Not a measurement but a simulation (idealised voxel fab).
Module name: voxel ribs on slabs (process module)
Displayed cross-section: cut, width of 285 nm, square cells sized 5 nm.
Throughout this document, each cross-section is represented as a grid of square cells and is presented as a sequence of bands enumerated from the top downward, where a band comprises one or more rows of cells.
What a band's entry tells you: where the top is and where the bottom is, as heights in nm, and after that what lies inside, material by material from left to right, each with its width in nm. Empty space is written as the word "empty", and a single material marked with the word "throughout" occupies the band from edge to edge.
It should be noted that heights are counted from 0, beneath which the wafer as supplied is of one material throughout, and that the lowest band possesses no lower boundary but continues downward, as written in "0 and below".
You'd read "30 to 40" like this: the band's top row of cells is as wide as the first number, its bottom row is as wide as the second, and going down, every row changes width by the same amount as the row before did.
"all unchanged" -> step changed no cross-section cell.
What "closed voids" gives you is every empty space of 8 cells or more that is cut off from the top. Each appears as width x height at distance, with the distance taken from the left edge and width, height and distance all in nm.
It should be noted that, on the line of a given step, the content following the step's settings is a remark produced by the simulator itself with respect to that step.
If you see "overlay nm" on a step's line and that step has a mask, it's telling you how far right of where it was planned the mask ended up; a negative number means it went left instead.
The planned process steps are enumerated hereunder
1 op RECEIVE | material Si
2 op DIRECTIONAL_DEP | material SiO2 | thk nm 30
3 op DIRECTIONAL_DEP | material SiN | thk nm 20
4 op MASKED_ETCH | tone cover | mask id RIB | width nm 25 | etch materials SiN | depth nm 15 | overlay nm 0
5 op PATTERN | tone cover | mask id SLAB | material resist | width nm 65 | thk nm 15 | overlay nm 0
6 op DIRECTIONAL_ETCH | etch materials SiN | depth nm 5
7 op STRIP | etch materials resist
8 op FILL_DEP | material SiO2 | thk nm 25
9 op CMP | height nm 70
10 op DIRECTIONAL_DEP | material TiN | thk nm 10
11 op DIRECTIONAL_DEP | material aC | thk nm 15
12 op PATTERN | tone cover | mask id HEATER | material resist | width nm 35 | thk nm 35 | overlay nm 0
13 op DIRECTIONAL_ETCH | etch materials aC | depth nm 15
14 op STRIP | etch materials resist
15 op DIRECTIONAL_ETCH | etch materials TiN | depth nm 10
16 op STRIP | etch materials aC
17 op CONFORMAL_DEP | material SiO2 | thk nm 5
First wafer, as planned
Cross-section of the wafer upon arrival, representing the state reached after step 1
> 0 and below  Si throughout
> closed voids: none
Cross-section of the wafer subsequent to step 2
> 30 down to 0  SiO2 throughout
> Anything lower than 0 is untouched.
Cross-section of the wafer subsequent to step 3
> 50 down to 30  SiN throughout
> Anything lower than 30 is untouched.
Cross-section of the wafer subsequent to step 4
> 50 down to 35  130 of empty; 25 of SiN; 130 of empty
> Anything lower than 35 is untouched.
Cross-section of the wafer subsequent to step 5
> 65 down to 50  110 of empty; 65 of resist; 110 of empty
> 50 down to 35  110 of empty; 20 of resist; 25 of SiN; 20 of resist; 110 of empty
> Anything lower than 35 is untouched.
Cross-section of the wafer subsequent to step 6
> 65 down to 50  110 of empty; 65 of resist; 110 of empty
> 50 down to 35  110 of empty; 20 of resist; 25 of SiN; 20 of resist; 110 of empty
> 35 down to 30  110 of empty; 65 of SiN; 110 of empty
> Anything lower than 30 is untouched.
Cross-section of the wafer subsequent to step 7
> 50 down to 35  130 of empty; 25 of SiN; 130 of empty
> Anything lower than 35 is untouched.
Cross-section of the wafer subsequent to step 8
> 75 down to 50  SiO2 throughout
> 50 down to 35  130 of SiO2; 25 of SiN; 130 of SiO2
> 35 down to 30  110 of SiO2; 65 of SiN; 110 of SiO2
> Anything lower than 30 is untouched.
Cross-section of the wafer subsequent to step 9
> 70 down to 50  SiO2 throughout
> Anything lower than 50 is untouched.
Cross-section of the wafer subsequent to step 10
> 80 down to 70  TiN throughout
> Anything lower than 70 is untouched.
Cross-section of the wafer subsequent to step 11
> 95 down to 80  aC throughout
> Anything lower than 80 is untouched.
Cross-section of the wafer subsequent to step 12
> 130 down to 95  125 of empty; 35 of resist; 125 of empty
> Anything lower than 95 is untouched.
Cross-section of the wafer subsequent to step 13
> 115 down to 95  125 of empty; 35 of resist; 125 of empty
> 95 down to 80  125 of empty; 35 of aC; 125 of empty
> Anything lower than 80 is untouched.
Cross-section of the wafer subsequent to step 14
> 95 down to 80  125 of empty; 35 of aC; 125 of empty
> Anything lower than 80 is untouched.
Cross-section of the wafer subsequent to step 15
> 95 down to 80  125 of empty; 35 of aC; 125 of empty
> 80 down to 70  125 of empty; 35 of TiN; 125 of empty
> Anything lower than 70 is untouched.
Cross-section of the wafer subsequent to step 16
> 80 down to 70  125 of empty; 35 of TiN; 125 of empty
> Anything lower than 70 is untouched.
Cross-section of the wafer subsequent to step 17
> 85 down to 80  120 of empty; 45 of SiO2; 120 of empty
> 80 down to 75  120 of empty; 5 of SiO2; 35 of TiN; 5 of SiO2; 120 of empty
> 75 down to 70  125 of SiO2; 35 of TiN; 125 of SiO2
> Anything lower than 70 is untouched.
Companion wafer, the second of two: same beginning, same intended sequence, one mistake in carrying it out; through step 1 inclusive it tracks the first exactly
Cross-sectional view of the second wafer at the intended end time of process step 2
> 20 down to 0  SiN throughout
> Anything lower than 0 is untouched.
Cross-sectional view of the second wafer at the intended end time of process step 3
> 50 down to 20  SiO2 throughout
> Anything lower than 20 is untouched.
Cross-sectional view of the second wafer at the intended end time of process step 4: all unchanged
Cross-sectional view of the second wafer at the intended end time of process step 5
> 65 down to 50  110 of empty; 65 of resist; 110 of empty
> Anything lower than 50 is untouched.
Cross-sectional view of the second wafer at the intended end time of process step 6: all unchanged
Cross-sectional view of the second wafer at the intended end time of process step 7
> 50 down to 20  SiO2 throughout
> Anything lower than 20 is untouched.
Cross-sectional view of the second wafer at the intended end time of process step 8
> 75 down to 20  SiO2 throughout
> Anything lower than 20 is untouched.
Cross-sectional view of the second wafer at the intended end time of process step 9
> 70 down to 20  SiO2 throughout
> Anything lower than 20 is untouched.
Cross-sectional view of the second wafer at the intended end time of process step 10
> 80 down to 70  TiN throughout
> Anything lower than 70 is untouched.
Cross-sectional view of the second wafer at the intended end time of process step 11
> 95 down to 80  aC throughout
> Anything lower than 80 is untouched.
Cross-sectional view of the second wafer at the intended end time of process step 12
> 130 down to 95  125 of empty; 35 of resist; 125 of empty
> Anything lower than 95 is untouched.
Cross-sectional view of the second wafer at the intended end time of process step 13
> 115 down to 95  125 of empty; 35 of resist; 125 of empty
> 95 down to 80  125 of empty; 35 of aC; 125 of empty
> Anything lower than 80 is untouched.
Cross-sectional view of the second wafer at the intended end time of process step 14
> 95 down to 80  125 of empty; 35 of aC; 125 of empty
> Anything lower than 80 is untouched.
Cross-sectional view of the second wafer at the intended end time of process step 15
> 95 down to 80  125 of empty; 35 of aC; 125 of empty
> 80 down to 70  125 of empty; 35 of TiN; 125 of empty
> Anything lower than 70 is untouched.
Cross-sectional view of the second wafer at the intended end time of process step 16
> 80 down to 70  125 of empty; 35 of TiN; 125 of empty
> Anything lower than 70 is untouched.
Cross-sectional view of the second wafer at the intended end time of process step 17
> 85 down to 80  120 of empty; 45 of SiO2; 120 of empty
> 80 down to 75  120 of empty; 5 of SiO2; 35 of TiN; 5 of SiO2; 120 of empty
> 75 down to 70  125 of SiO2; 35 of TiN; 125 of SiO2
> Anything lower than 70 is untouched.
Against the plan, the run slipped here: steps 2 and 3 traded places in the executed sequence
Looking at both finished wafers in cells, the second ends up ahead of or behind the first on some materials: SiN: 200 more, SiO2: 200 fewer
